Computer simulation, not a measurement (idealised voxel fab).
process module | voxel double patterning
cross-section cut | 210 nm wide | cells 5 nm
A cross-section is a grid of square cells, given in bands from the top down. A band is one or more rows of cells.
Each band's line starts with the height of the band's top and of its bottom, in nm. Then come its materials from left to right, each with its width in nm. One material with "throughout" fills the band from edge to edge. "air" is empty space.
Height 0 is the level under which the wafer as received is all one material. The lowest band goes on downwards, as in "0 down".
A width such as "30 to 40" changes by the same amount from each row of cells to the next, from the band's top row to its bottom row.
"no change" after a step means that no cell of the cross-section changed.
closed voids: empty space of 8 cells or more with no open way to the top, each as width x height at its distance from the left edge, in nm
after a step's settings: what the simulator itself notes on the step
overlay nm, on a step with a mask: how far to the right of its planned place the mask lay; to the left if negative
plan
1 op RECEIVE | material Si
2 op CONFORMAL_DEP | material SiO2 | thk nm 10
3 op DIRECTIONAL_DEP | material polySi | thk nm 10
4 op DIRECTIONAL_DEP | material SiCN | thk nm 5
5 op DIRECTIONAL_DEP | material aC | thk nm 10
6 op PATTERN | tone open | mask id FIRST | material resist | width nm 15 | pitch nm 50 | thk nm 30 | overlay nm 0
7 op DIRECTIONAL_ETCH | etch materials aC | depth nm 10
8 op STRIP | etch materials resist
9 op DIRECTIONAL_ETCH | etch materials SiCN | depth nm 5
10 op STRIP | etch materials aC
11 op MASKED_ETCH | tone open | mask id SECOND | width nm 15 | pitch nm 50 | etch materials SiCN | depth nm 5 | overlay nm 0
12 op DIRECTIONAL_ETCH | etch materials polySi | depth nm 10
13 op STRIP | etch materials SiCN
as received, after step 1
  0 down: Si throughout
  closed voids: none
first wafer at the end, as planned
  20 to 10: polySi 45 | air 15 | polySi 10 | air 15 | polySi 10 | air 15 | polySi 10 | air 15 | polySi 10 | air 15 | polySi 50
  10 to 0: SiO2 throughout
  0 down: Si throughout
  closed voids: none
second wafer at the end: like start, like plan, one mistake
  20 to 10: SiO2 throughout
  10 to 0: polySi throughout
  0 down: Si throughout
  closed voids: none
what went wrong: steps 2 and 3 were swapped
at the end the second wafer has, in cells: 30 more of polySi
